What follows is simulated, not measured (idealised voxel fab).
process module | voxel gate over fins
cross-section cut | 270 nm wide | cells 5 nm
A cross-section is a grid of square cells, given in bands from the top down. A band is one or more rows of cells.
Each band's line starts with the height of the band's top and of its bottom, in nm. Then come its materials from left to right, each with its width in nm. One material with "throughout" fills the band from edge to edge. "air" is empty space.
Height 0 is the level under which the wafer as received is all one material. The lowest band goes on downwards, as in "0 down".
A width such as "30 to 40" changes by the same amount from each row of cells to the next, from the band's top row to its bottom row.
"no change" after a step means that no cell of the cross-section changed.
closed voids: empty space of 8 cells or more with no open way to the top, each as width x height at its distance from the left edge, in nm
after a step's settings: what the simulator itself notes on the step
overlay nm, on a step with a mask: how far to the right of its planned place the mask lay; to the left if negative
Each pair below shows a cross-section before one step and the cross-section after it, down to the lowest band that changed. The line under each pair gives the step between them, with its settings. The pairs can come from different runs of this module on the same starting wafer, so a pair continues from the pair above only where its "before" says so.
before
  0 to -15: air 100 | Si 15 | air 40 | Si 15 | air 100
  -15 to -20: SiO2 100 | Si 15 | SiO2 40 | Si 15 | SiO2 100
  -20 to -25: SiO2 100 | Si 15 | SiO2 10 | TiN 20 | SiO2 10 | Si 15 | SiO2 100
  -25 to -30: SiO2 100 | Si 15 | SiO2 40 | Si 15 | SiO2 100
  -30 down: Si throughout
  closed voids: none
after
  5 to 0: air 95 | HfO2 25 | air 30 | HfO2 25 | air 95
  0 to -10: air 95 | HfO2 5 | Si 15 | HfO2 5 | air 30 | HfO2 5 | Si 15 | HfO2 5 | air 95
  -10 to -15: HfO2 100 | Si 15 | HfO2 40 | Si 15 | HfO2 100
  below -15: unchanged
  closed voids: none
the step between: op CONFORMAL_DEP | material HfO2 | thk nm 5
before: the cross-section after the pair above
after
  10 to 5: air 90 | TiN 35 | air 20 | TiN 35 | air 90
  5 to 0: air 90 | TiN 5 | HfO2 25 | TiN 5 | air 20 | TiN 5 | HfO2 25 | TiN 5 | air 90
  0 to -5: air 90 | TiN 5 | HfO2 5 | Si 15 | HfO2 5 | TiN 5 | air 20 | TiN 5 | HfO2 5 | Si 15 | HfO2 5 | TiN 5 | air 90
  -5 to -10: TiN 95 | HfO2 5 | Si 15 | HfO2 5 | TiN 30 | HfO2 5 | Si 15 | HfO2 5 | TiN 95
  below -10: unchanged
  closed voids: none
the step between: op CONFORMAL_DEP | material TiN | thk nm 5
before: the cross-section after the pair above
after
  20 to 10: W throughout
  10 to 5: W 90 | TiN 35 | W 20 | TiN 35 | W 90
  5 to 0: W 90 | TiN 5 | HfO2 25 | TiN 5 | W 20 | TiN 5 | HfO2 25 | TiN 5 | W 90
  0 to -5: W 90 | TiN 5 | HfO2 5 | Si 15 | HfO2 5 | TiN 5 | W 20 | TiN 5 | HfO2 5 | Si 15 | HfO2 5 | TiN 5 | W 90
  below -5: unchanged
  closed voids: none
the step between: op FILL_DEP | material W | thk nm 10
before: the cross-section after the pair above
after
  15 to 10: W throughout
  below 10: unchanged
  closed voids: none
the step between: op CMP | height nm 15
before: the cross-section after the pair above
after
  25 to 15: SiN throughout
  below 15: unchanged
  closed voids: none
the step between: op CONFORMAL_DEP | material SiN | thk nm 10
before
  20 to 5: aC throughout
  5 to 0: SiO2 100 | SiN 15 | SiO2 40 | SiN 15 | SiO2 100
  0 to -30: SiO2 100 | Si 15 | SiO2 40 | Si 15 | SiO2 100
  -30 down: Si throughout
  closed voids: none
after
  55 to 20: resist 135 | air 15 | resist 120
  below 20: unchanged
  closed voids: none
the step between: op PATTERN | tone open | mask id RAIL | material resist | width nm 15 | thk nm 35 | overlay nm 10
before: the cross-section after the pair above
after
  40 to 20: resist 135 | air 15 | resist 120
  20 to 5: aC 135 | air 15 | aC 120
  below 5: unchanged
  closed voids: none
the step between: op DIRECTIONAL_ETCH | etch materials aC | depth nm 15
before: the cross-section after the pair above
after
  20 to 5: aC 135 | air 15 | aC 120
  below 5: unchanged
  closed voids: none
the step between: op STRIP | etch materials resist
before: the cross-section after the pair above
after
  20 to 5: aC 135 | air 15 | aC 120
  5 to 0: SiO2 100 | SiN 15 | SiO2 20 | air 15 | SiO2 5 | SiN 15 | SiO2 100
  0 to -25: SiO2 100 | Si 15 | SiO2 20 | air 15 | SiO2 5 | Si 15 | SiO2 100
  below -25: unchanged
  closed voids: none
the step between: op DIRECTIONAL_ETCH | etch materials SiO2 | depth nm 30
before: the cross-section after the pair above
after
  5 to 0: SiO2 100 | SiN 15 | SiO2 20 | air 15 | SiO2 5 | SiN 15 | SiO2 100
  below 0: unchanged
  closed voids: none
the step between: op STRIP | etch materials aC
before: the cross-section after the pair above
after
  10 to 5: TiN 140 | air 5 | TiN 125
  5 to 0: SiO2 100 | SiN 15 | SiO2 20 | TiN 5 | air 5 | TiN 5 | SiO2 5 | SiN 15 | SiO2 100
  0 to -20: SiO2 100 | Si 15 | SiO2 20 | TiN 5 | air 5 | TiN 5 | SiO2 5 | Si 15 | SiO2 100
  -20 to -25: SiO2 100 | Si 15 | SiO2 20 | TiN 15 | SiO2 5 | Si 15 | SiO2 100
  below -25: unchanged
  closed voids: none
the step between: op CONFORMAL_DEP | material TiN | thk nm 5
before: the cross-section after the pair above
after
  15 to 10: Ru throughout
  10 to 5: TiN 140 | Ru 5 | TiN 125
  5 to 0: SiO2 100 | SiN 15 | SiO2 20 | TiN 5 | Ru 5 | TiN 5 | SiO2 5 | SiN 15 | SiO2 100
  0 to -20: SiO2 100 | Si 15 | SiO2 20 | TiN 5 | Ru 5 | TiN 5 | SiO2 5 | Si 15 | SiO2 100
  below -20: unchanged
  closed voids: none
the step between: op FILL_DEP | material Ru | thk nm 5
before: the cross-section after the pair above
after
  5 to 0: SiO2 100 | SiN 15 | SiO2 20 | TiN 5 | Ru 5 | TiN 5 | SiO2 5 | SiN 15 | SiO2 100
  below 0: unchanged
  closed voids: none
the step between: op CMP | height nm 5
before: the cross-section after the pair above
after
  5 to 0: SiO2 100 | SiN 15 | SiO2 20 | air 15 | SiO2 5 | SiN 15 | SiO2 100
  0 to -20: SiO2 100 | Si 15 | SiO2 20 | air 15 | SiO2 5 | Si 15 | SiO2 100
  below -20: unchanged
  closed voids: none
the step between: op SELECTIVE_ETCH | etch materials W Ru TiN | depth nm 25
before: the cross-section after the pair above
after
  10 to 5: SiO2 throughout
  5 to 0: SiO2 100 | SiN 15 | SiO2 40 | SiN 15 | SiO2 100
  0 to -20: SiO2 100 | Si 15 | SiO2 40 | Si 15 | SiO2 100
  below -20: unchanged
  closed voids: none
the step between: op FILL_DEP | material SiO2 | thk nm 5
before: the cross-section after the pair above
after
  5 to 0: SiO2 100 | SiN 15 | SiO2 40 | SiN 15 | SiO2 100
  below 0: unchanged
  closed voids: none
the step between: op CMP | height nm 5
before: the cross-section after the pair above
after
  5 to 0: air 100 | SiN 15 | air 40 | SiN 15 | air 100
  0 to -15: air 100 | Si 15 | air 40 | Si 15 | air 100
  below -15: unchanged
  closed voids: none
the step between: op SELECTIVE_ETCH | etch materials SiO2 | depth nm 20
before: the cross-section after the pair above
after
  0 to -15: air 100 | Si 15 | air 40 | Si 15 | air 100
  below -15: unchanged
  closed voids: none
the step between: op STRIP | etch materials SiN
before: the cross-section after the pair above
after
  5 to 0: air 95 | HfO2 25 | air 30 | HfO2 25 | air 95
  0 to -10: air 95 | HfO2 5 | Si 15 | HfO2 5 | air 30 | HfO2 5 | Si 15 | HfO2 5 | air 95
  -10 to -15: HfO2 100 | Si 15 | HfO2 40 | Si 15 | HfO2 100
  below -15: unchanged
  closed voids: none
the step between: op CONFORMAL_DEP | material HfO2 | thk nm 5
before: the cross-section after the pair above
after
  10 to 5: air 90 | TiN 35 | air 20 | TiN 35 | air 90
  5 to 0: air 90 | TiN 5 | HfO2 25 | TiN 5 | air 20 | TiN 5 | HfO2 25 | TiN 5 | air 90
  0 to -5: air 90 | TiN 5 | HfO2 5 | Si 15 | HfO2 5 | TiN 5 | air 20 | TiN 5 | HfO2 5 | Si 15 | HfO2 5 | TiN 5 | air 90
  -5 to -10: TiN 95 | HfO2 5 | Si 15 | HfO2 5 | TiN 30 | HfO2 5 | Si 15 | HfO2 5 | TiN 95
  below -10: unchanged
  closed voids: none
the step between: op CONFORMAL_DEP | material TiN | thk nm 5
before: the cross-section after the pair above
after
  20 to 10: W throughout
  10 to 5: W 90 | TiN 35 | W 20 | TiN 35 | W 90
  5 to 0: W 90 | TiN 5 | HfO2 25 | TiN 5 | W 20 | TiN 5 | HfO2 25 | TiN 5 | W 90
  0 to -5: W 90 | TiN 5 | HfO2 5 | Si 15 | HfO2 5 | TiN 5 | W 20 | TiN 5 | HfO2 5 | Si 15 | HfO2 5 | TiN 5 | W 90
  below -5: unchanged
  closed voids: none
the step between: op FILL_DEP | material W | thk nm 10
before: the cross-section after the pair above
after
  15 to 10: W throughout
  below 10: unchanged
  closed voids: none
the step between: op CMP | height nm 15
before: the cross-section after the pair above
after
  25 to 15: SiN throughout
  below 15: unchanged
  closed voids: none
the step between: op CONFORMAL_DEP | material SiN | thk nm 10
before
  5 to 0: SiO2 100 | SiN 15 | SiO2 10 | air 15 | SiO2 15 | SiN 15 | SiO2 100
  0 to -20: SiO2 100 | Si 15 | SiO2 10 | air 15 | SiO2 15 | Si 15 | SiO2 100
  -20 to -25: SiO2 100 | Si 15 | SiO2 10 | TiN 15 | SiO2 15 | Si 15 | SiO2 100
  -25 to -30: SiO2 100 | Si 15 | SiO2 40 | Si 15 | SiO2 100
  -30 down: Si throughout
  closed voids: none
after
  10 to 5: W throughout
  5 to 0: SiO2 100 | SiN 15 | SiO2 10 | W 15 | SiO2 15 | SiN 15 | SiO2 100
  0 to -20: SiO2 100 | Si 15 | SiO2 10 | W 15 | SiO2 15 | Si 15 | SiO2 100
  below -20: unchanged
  closed voids: none
the step between: op FILL_DEP | material W | thk nm 5
before: the cross-section after the pair above
after
  5 to 0: SiO2 100 | SiN 15 | SiO2 10 | W 15 | SiO2 15 | SiN 15 | SiO2 100
  below 0: unchanged
  closed voids: none
the step between: op CMP | height nm 5
before: the cross-section after the pair above
after
  5 to 0: air 100 | SiN 15 | air 10 | W 15 | air 15 | SiN 15 | air 100
  0 to -15: air 100 | Si 15 | air 10 | W 15 | air 15 | Si 15 | air 100
  below -15: unchanged
  closed voids: none
the step between: op SELECTIVE_ETCH | etch materials SiO2 | depth nm 20
before: the cross-section after the pair above
after
  5 to 0: air 125 | W 15 | air 130
  below 0: unchanged
  closed voids: none
the step between: op STRIP | etch materials SiN
before: the cross-section after the pair above
after
  10 to 5: air 120 | HfO2 25 | air 125
  5 to 0: air 95 | HfO2 30 | W 15 | HfO2 5 | air 5 | HfO2 25 | air 95
  0 to -10: air 95 | HfO2 5 | Si 15 | HfO2 10 | W 15 | HfO2 5 | air 5 | HfO2 5 | Si 15 | HfO2 5 | air 95
  -10 to -15: HfO2 100 | Si 15 | HfO2 10 | W 15 | HfO2 15 | Si 15 | HfO2 100
  below -15: unchanged
  closed voids: none
the step between: op CONFORMAL_DEP | material HfO2 | thk nm 5
before: the cross-section after the pair above
after
  15 to 10: air 115 | TiN 35 | air 120
  10 to 5: air 90 | TiN 30 | HfO2 25 | TiN 35 | air 90
  5 to 0: air 90 | TiN 5 | HfO2 30 | W 15 | HfO2 5 | TiN 5 | HfO2 25 | TiN 5 | air 90
  0 to -5: air 90 | TiN 5 | HfO2 5 | Si 15 | HfO2 10 | W 15 | HfO2 5 | TiN 5 | HfO2 5 | Si 15 | HfO2 5 | TiN 5 | air 90
  -5 to -10: TiN 95 | HfO2 5 | Si 15 | HfO2 10 | W 15 | HfO2 5 | TiN 5 | HfO2 5 | Si 15 | HfO2 5 | TiN 95
  below -10: unchanged
  closed voids: none
the step between: op CONFORMAL_DEP | material TiN | thk nm 5
before: the cross-section after the pair above
after
  25 to 15: W throughout
  15 to 10: W 115 | TiN 35 | W 120
  10 to 5: W 90 | TiN 30 | HfO2 25 | TiN 35 | W 90
  5 to 0: W 90 | TiN 5 | HfO2 30 | W 15 | HfO2 5 | TiN 5 | HfO2 25 | TiN 5 | W 90
  0 to -5: W 90 | TiN 5 | HfO2 5 | Si 15 | HfO2 10 | W 15 | HfO2 5 | TiN 5 | HfO2 5 | Si 15 | HfO2 5 | TiN 5 | W 90
  below -5: unchanged
  closed voids: none
the step between: op FILL_DEP | material W | thk nm 10
before: the cross-section after the pair above
after
  15 to 10: W 115 | TiN 35 | W 120
  below 10: unchanged
  closed voids: none
the step between: op CMP | height nm 15
before: the cross-section after the pair above
after
  25 to 15: SiN throughout
  below 15: unchanged
  closed voids: none
the step between: op CONFORMAL_DEP | material SiN | thk nm 10
before
  20 to 5: aC throughout
  5 to 0: SiO2 100 | SiN 15 | SiO2 40 | SiN 15 | SiO2 100
  0 to -30: SiO2 100 | Si 15 | SiO2 40 | Si 15 | SiO2 100
  -30 down: Si throughout
  closed voids: none
after
  55 to 20: air 125 | resist 15 | air 130
  below 20: unchanged
  closed voids: none
the step between: op PATTERN | tone cover | mask id RAIL | material resist | width nm 15 | thk nm 35 | overlay nm 0
before: the cross-section after the pair above
after
  40 to 20: air 125 | resist 15 | air 130
  20 to 5: air 125 | aC 15 | air 130
  below 5: unchanged
  closed voids: none
the step between: op DIRECTIONAL_ETCH | etch materials aC | depth nm 15
before: the cross-section after the pair above
after
  20 to 5: air 125 | aC 15 | air 130
  below 5: unchanged
  closed voids: none
the step between: op STRIP | etch materials resist
before: the cross-section after the pair above
after
  20 to 5: air 125 | aC 15 | air 130
  5 to 0: air 100 | SiN 15 | air 10 | SiO2 15 | air 15 | SiN 15 | air 100
  0 to -25: air 100 | Si 15 | air 10 | SiO2 15 | air 15 | Si 15 | air 100
  below -25: unchanged
  closed voids: none
the step between: op DIRECTIONAL_ETCH | etch materials SiO2 | depth nm 30
before: the cross-section after the pair above
after
  5 to 0: air 100 | SiN 15 | air 10 | SiO2 15 | air 15 | SiN 15 | air 100
  below 0: unchanged
  closed voids: none
the step between: op STRIP | etch materials aC
before: the cross-section after the pair above
after
  10 to 5: air 95 | TiN 50 | air 5 | TiN 25 | air 95
  5 to 0: air 95 | TiN 5 | SiN 15 | TiN 10 | SiO2 15 | TiN 5 | air 5 | TiN 5 | SiN 15 | TiN 5 | air 95
  0 to -20: air 95 | TiN 5 | Si 15 | TiN 10 | SiO2 15 | TiN 5 | air 5 | TiN 5 | Si 15 | TiN 5 | air 95
  -20 to -25: TiN 100 | Si 15 | TiN 10 | SiO2 15 | TiN 15 | Si 15 | TiN 100
  below -25: unchanged
  closed voids: none
the step between: op CONFORMAL_DEP | material TiN | thk nm 5
before: the cross-section after the pair above
after
  15 to 10: Ru throughout
  10 to 5: Ru 95 | TiN 50 | Ru 5 | TiN 25 | Ru 95
  5 to 0: Ru 95 | TiN 5 | SiN 15 | TiN 10 | SiO2 15 | TiN 5 | Ru 5 | TiN 5 | SiN 15 | TiN 5 | Ru 95
  0 to -20: Ru 95 | TiN 5 | Si 15 | TiN 10 | SiO2 15 | TiN 5 | Ru 5 | TiN 5 | Si 15 | TiN 5 | Ru 95
  below -20: unchanged
  closed voids: none
the step between: op FILL_DEP | material Ru | thk nm 5
before: the cross-section after the pair above
after
  5 to 0: Ru 95 | TiN 5 | SiN 15 | TiN 10 | SiO2 15 | TiN 5 | Ru 5 | TiN 5 | SiN 15 | TiN 5 | Ru 95
  below 0: unchanged
  closed voids: none
the step between: op CMP | height nm 5
before: the cross-section after the pair above
after
  5 to 0: air 100 | SiN 15 | air 10 | SiO2 15 | air 15 | SiN 15 | air 100
  0 to -20: air 100 | Si 15 | air 10 | SiO2 15 | air 15 | Si 15 | air 100
  below -20: unchanged
  closed voids: none
the step between: op SELECTIVE_ETCH | etch materials W Ru TiN | depth nm 25
before: the cross-section after the pair above
after
  10 to 5: SiO2 throughout
  5 to 0: SiO2 100 | SiN 15 | SiO2 40 | SiN 15 | SiO2 100
  0 to -20: SiO2 100 | Si 15 | SiO2 40 | Si 15 | SiO2 100
  below -20: unchanged
  closed voids: none
the step between: op FILL_DEP | material SiO2 | thk nm 5
before: the cross-section after the pair above
after
  5 to 0: SiO2 100 | SiN 15 | SiO2 40 | SiN 15 | SiO2 100
  below 0: unchanged
  closed voids: none
the step between: op CMP | height nm 5
before: the cross-section after the pair above
after
  5 to 0: air 100 | SiN 15 | air 40 | SiN 15 | air 100
  0 to -15: air 100 | Si 15 | air 40 | Si 15 | air 100
  below -15: unchanged
  closed voids: none
the step between: op SELECTIVE_ETCH | etch materials SiO2 | depth nm 20
before: the cross-section after the pair above
after
  0 to -15: air 100 | Si 15 | air 40 | Si 15 | air 100
  below -15: unchanged
  closed voids: none
the step between: op STRIP | etch materials SiN
before: the cross-section after the pair above
after
  5 to 0: air 95 | HfO2 25 | air 30 | HfO2 25 | air 95
  0 to -10: air 95 | HfO2 5 | Si 15 | HfO2 5 | air 30 | HfO2 5 | Si 15 | HfO2 5 | air 95
  -10 to -15: HfO2 100 | Si 15 | HfO2 40 | Si 15 | HfO2 100
  below -15: unchanged
  closed voids: none
the step between: op CONFORMAL_DEP | material HfO2 | thk nm 5
before: the cross-section after the pair above
after
  10 to 5: air 90 | TiN 35 | air 20 | TiN 35 | air 90
  5 to 0: air 90 | TiN 5 | HfO2 25 | TiN 5 | air 20 | TiN 5 | HfO2 25 | TiN 5 | air 90
  0 to -5: air 90 | TiN 5 | HfO2 5 | Si 15 | HfO2 5 | TiN 5 | air 20 | TiN 5 | HfO2 5 | Si 15 | HfO2 5 | TiN 5 | air 90
  -5 to -10: TiN 95 | HfO2 5 | Si 15 | HfO2 5 | TiN 30 | HfO2 5 | Si 15 | HfO2 5 | TiN 95
  below -10: unchanged
  closed voids: none
the step between: op CONFORMAL_DEP | material TiN | thk nm 5
before: the cross-section after the pair above
after
  20 to 10: W throughout
  10 to 5: W 90 | TiN 35 | W 20 | TiN 35 | W 90
  5 to 0: W 90 | TiN 5 | HfO2 25 | TiN 5 | W 20 | TiN 5 | HfO2 25 | TiN 5 | W 90
  0 to -5: W 90 | TiN 5 | HfO2 5 | Si 15 | HfO2 5 | TiN 5 | W 20 | TiN 5 | HfO2 5 | Si 15 | HfO2 5 | TiN 5 | W 90
  below -5: unchanged
  closed voids: none
the step between: op FILL_DEP | material W | thk nm 10
before: the cross-section after the pair above
after
  15 to 10: W throughout
  below 10: unchanged
  closed voids: none
the step between: op CMP | height nm 15
before: the cross-section after the pair above
after
  25 to 15: SiN throughout
  below 15: unchanged
  closed voids: none
the step between: op CONFORMAL_DEP | material SiN | thk nm 10
